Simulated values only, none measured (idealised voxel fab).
Module name: voxel trench capacitor (process module)
We display cut, a cross-section 300 nm in width whose square cells are each 5 nm.
For the purposes of this document, a cross-section shall be understood as a grid of square cells, specified as bands listed in top-to-bottom order, each band consisting of one or more rows of cells.
The band entry comprises the height of the band's top followed by the height of its bottom, expressed in nm, and subsequently the band's materials from left to right, each stated together with its width in nm. Where a single material is marked with the word "everywhere", that material fills the band from edge to edge. The word "blank" represents empty space.
Counting heights begins at 0, where everything beneath is, in the wafer as received, one material. The lowest band has no bottom; it goes on downwards, as "0 -> down" shows.
The notation "30..40" denotes a width that varies across the rows of cells in the band, beginning at the first number in the top row, finishing at the second number in the bottom row, and changing by an identical amount from each row to the next.
"remained unchanged" means the step left every cell of the cross-section as it was.
Enclosed void inventory: empty space of 8 cells or more with no open way to the top, each as width x height at its distance from the left edge, in nm
Heads up: the bit after the settings on a step's line is the simulator's remark on that step.
overlay nm: where the mask lay relative to plan, measured to the right, on steps with a mask; negatives go left.
**Process steps (planned)**
1) RECEIVE with material Si
2) CONFORMAL_DEP with material SiN, thk nm 10
3) PATTERN with tone open, mask id TRENCH, material resist, width nm 15, pitch nm 40, thk nm 20, overlay nm 0
4) DIRECTIONAL_ETCH with etch materials SiN, depth nm 10
5) DIRECTIONAL_ETCH with etch materials Si, depth nm 25
6) STRIP with etch materials resist
7) CONFORMAL_DEP with material Al2O3, thk nm 5
8) FILL_DEP with material polySi, thk nm 5
9) CMP with height nm 10
**So, the first of our two wafers, run just as we planned it**
**Wafer cross-section on receipt, i.e. after step 1**
> 0 -> down: Si everywhere
> Enclosed void inventory: none
**The wafer in cross-section once step 2 is complete**
> 10 -> 0: SiN everywhere
> Below a height of 0, the structure has not been altered.
**The wafer in cross-section once step 3 is complete**
> 30 -> 10: 80 of resist, 15 of blank, 25 of resist, 15 of blank, 25 of resist, 15 of blank, 25 of resist, 15 of blank, 85 of resist
> Below a height of 10, the structure has not been altered.
**The wafer in cross-section once step 4 is complete**
> 30 -> 10: 80 of resist, 15 of blank, 25 of resist, 15 of blank, 25 of resist, 15 of blank, 25 of resist, 15 of blank, 85 of resist
> 10 -> 0: 80 of SiN, 15 of blank, 25 of SiN, 15 of blank, 25 of SiN, 15 of blank, 25 of SiN, 15 of blank, 85 of SiN
> Below a height of 0, the structure has not been altered.
**The wafer in cross-section once step 5 is complete**
> 30 -> 10: 80 of resist, 15 of blank, 25 of resist, 15 of blank, 25 of resist, 15 of blank, 25 of resist, 15 of blank, 85 of resist
> 10 -> 0: 80 of SiN, 15 of blank, 25 of SiN, 15 of blank, 25 of SiN, 15 of blank, 25 of SiN, 15 of blank, 85 of SiN
> 0 -> -25: 80 of Si, 15 of blank, 25 of Si, 15 of blank, 25 of Si, 15 of blank, 25 of Si, 15 of blank, 85 of Si
> Below a height of -25, the structure has not been altered.
**The wafer in cross-section once step 6 is complete**
> 10 -> 0: 80 of SiN, 15 of blank, 25 of SiN, 15 of blank, 25 of SiN, 15 of blank, 25 of SiN, 15 of blank, 85 of SiN
> Below a height of 0, the structure has not been altered.
**The wafer in cross-section once step 7 is complete**
> 15 -> 10: 85 of Al2O3, 5 of blank, 35 of Al2O3, 5 of blank, 35 of Al2O3, 5 of blank, 35 of Al2O3, 5 of blank, 90 of Al2O3
> 10 -> 0: 80 of SiN, 5 of Al2O3, 5 of blank, 5 of Al2O3, 25 of SiN, 5 of Al2O3, 5 of blank, 5 of Al2O3, 25 of SiN, 5 of Al2O3, 5 of blank, 5 of Al2O3, 25 of SiN, 5 of Al2O3, 5 of blank, 5 of Al2O3, 85 of SiN
> 0 -> -20: 80 of Si, 5 of Al2O3, 5 of blank, 5 of Al2O3, 25 of Si, 5 of Al2O3, 5 of blank, 5 of Al2O3, 25 of Si, 5 of Al2O3, 5 of blank, 5 of Al2O3, 25 of Si, 5 of Al2O3, 5 of blank, 5 of Al2O3, 85 of Si
> -20 -> -25: 80 of Si, 15 of Al2O3, 25 of Si, 15 of Al2O3, 25 of Si, 15 of Al2O3, 25 of Si, 15 of Al2O3, 85 of Si
> Below a height of -25, the structure has not been altered.
**The wafer in cross-section once step 8 is complete**
> 20 -> 15: polySi everywhere
> 15 -> 10: 85 of Al2O3, 5 of polySi, 35 of Al2O3, 5 of polySi, 35 of Al2O3, 5 of polySi, 35 of Al2O3, 5 of polySi, 90 of Al2O3
> 10 -> 0: 80 of SiN, 5 of Al2O3, 5 of polySi, 5 of Al2O3, 25 of SiN, 5 of Al2O3, 5 of polySi, 5 of Al2O3, 25 of SiN, 5 of Al2O3, 5 of polySi, 5 of Al2O3, 25 of SiN, 5 of Al2O3, 5 of polySi, 5 of Al2O3, 85 of SiN
> 0 -> -20: 80 of Si, 5 of Al2O3, 5 of polySi, 5 of Al2O3, 25 of Si, 5 of Al2O3, 5 of polySi, 5 of Al2O3, 25 of Si, 5 of Al2O3, 5 of polySi, 5 of Al2O3, 25 of Si, 5 of Al2O3, 5 of polySi, 5 of Al2O3, 85 of Si
> Below a height of -20, the structure has not been altered.
**The wafer in cross-section once step 9 is complete**
> 10 -> 0: 80 of SiN, 5 of Al2O3, 5 of polySi, 5 of Al2O3, 25 of SiN, 5 of Al2O3, 5 of polySi, 5 of Al2O3, 25 of SiN, 5 of Al2O3, 5 of polySi, 5 of Al2O3, 25 of SiN, 5 of Al2O3, 5 of polySi, 5 of Al2O3, 85 of SiN
> Below a height of 0, the structure has not been altered.
**Wafer two: like wafer one in start and plan, but with one mistake in execution; identical up to and including step 2**
**Second wafer, cut view, end of step 3 per plan**
> 30 -> 10: 80 of blank, 15 of resist, 25 of blank, 15 of resist, 25 of blank, 15 of resist, 25 of blank, 15 of resist, 85 of blank
> Below a height of 10, the structure has not been altered.
**Second wafer, cut view, end of step 4 per plan**
> 30 -> 10: 80 of blank, 15 of resist, 25 of blank, 15 of resist, 25 of blank, 15 of resist, 25 of blank, 15 of resist, 85 of blank
> 10 -> 0: 80 of blank, 15 of SiN, 25 of blank, 15 of SiN, 25 of blank, 15 of SiN, 25 of blank, 15 of SiN, 85 of blank
> Below a height of 0, the structure has not been altered.
**Second wafer, cut view, end of step 5 per plan**
> 30 -> 10: 80 of blank, 15 of resist, 25 of blank, 15 of resist, 25 of blank, 15 of resist, 25 of blank, 15 of resist, 85 of blank
> 10 -> 0: 80 of blank, 15 of SiN, 25 of blank, 15 of SiN, 25 of blank, 15 of SiN, 25 of blank, 15 of SiN, 85 of blank
> 0 -> -25: 80 of blank, 15 of Si, 25 of blank, 15 of Si, 25 of blank, 15 of Si, 25 of blank, 15 of Si, 85 of blank
> Below a height of -25, the structure has not been altered.
**Second wafer, cut view, end of step 6 per plan**
> 10 -> 0: 80 of blank, 15 of SiN, 25 of blank, 15 of SiN, 25 of blank, 15 of SiN, 25 of blank, 15 of SiN, 85 of blank
> Below a height of 0, the structure has not been altered.
**Second wafer, cut view, end of step 7 per plan**
> 15 -> 10: 75 of blank, 25 of Al2O3, 15 of blank, 25 of Al2O3, 15 of blank, 25 of Al2O3, 15 of blank, 25 of Al2O3, 80 of blank
> 10 -> 0: 75 of blank, 5 of Al2O3, 15 of SiN, 5 of Al2O3, 15 of blank, 5 of Al2O3, 15 of SiN, 5 of Al2O3, 15 of blank, 5 of Al2O3, 15 of SiN, 5 of Al2O3, 15 of blank, 5 of Al2O3, 15 of SiN, 5 of Al2O3, 80 of blank
> 0 -> -20: 75 of blank, 5 of Al2O3, 15 of Si, 5 of Al2O3, 15 of blank, 5 of Al2O3, 15 of Si, 5 of Al2O3, 15 of blank, 5 of Al2O3, 15 of Si, 5 of Al2O3, 15 of blank, 5 of Al2O3, 15 of Si, 5 of Al2O3, 80 of blank
> -20 -> -25: 80 of Al2O3, 15 of Si, 25 of Al2O3, 15 of Si, 25 of Al2O3, 15 of Si, 25 of Al2O3, 15 of Si, 85 of Al2O3
> Below a height of -25, the structure has not been altered.
**Second wafer, cut view, end of step 8 per plan**
> 20 -> 15: polySi everywhere
> 15 -> 10: 75 of polySi, 25 of Al2O3, 15 of polySi, 25 of Al2O3, 15 of polySi, 25 of Al2O3, 15 of polySi, 25 of Al2O3, 80 of polySi
> 10 -> 0: 75 of polySi, 5 of Al2O3, 15 of SiN, 5 of Al2O3, 15 of polySi, 5 of Al2O3, 15 of SiN, 5 of Al2O3, 15 of polySi, 5 of Al2O3, 15 of SiN, 5 of Al2O3, 15 of polySi, 5 of Al2O3, 15 of SiN, 5 of Al2O3, 80 of polySi
> 0 -> -20: 75 of polySi, 5 of Al2O3, 15 of Si, 5 of Al2O3, 15 of polySi, 5 of Al2O3, 15 of Si, 5 of Al2O3, 15 of polySi, 5 of Al2O3, 15 of Si, 5 of Al2O3, 15 of polySi, 5 of Al2O3, 15 of Si, 5 of Al2O3, 80 of polySi
> Below a height of -20, the structure has not been altered.
**Second wafer, cut view, end of step 9 per plan**
> 10 -> 0: 75 of polySi, 5 of Al2O3, 15 of SiN, 5 of Al2O3, 15 of polySi, 5 of Al2O3, 15 of SiN, 5 of Al2O3, 15 of polySi, 5 of Al2O3, 15 of SiN, 5 of Al2O3, 15 of polySi, 5 of Al2O3, 15 of SiN, 5 of Al2O3, 80 of polySi
> Below a height of 0, the structure has not been altered.
Nonconformance to the process plan: step 3 ran differently from the plan; actual operation with settings: PATTERN with tone cover, mask id TRENCH, material resist, width nm 15, pitch nm 40, thk nm 20, overlay nm 0
The closing comparison, in cells, has the second wafer with more or fewer of some materials than the first: +36 Al2O3, -180 Si, -72 SiN, +216 polySi
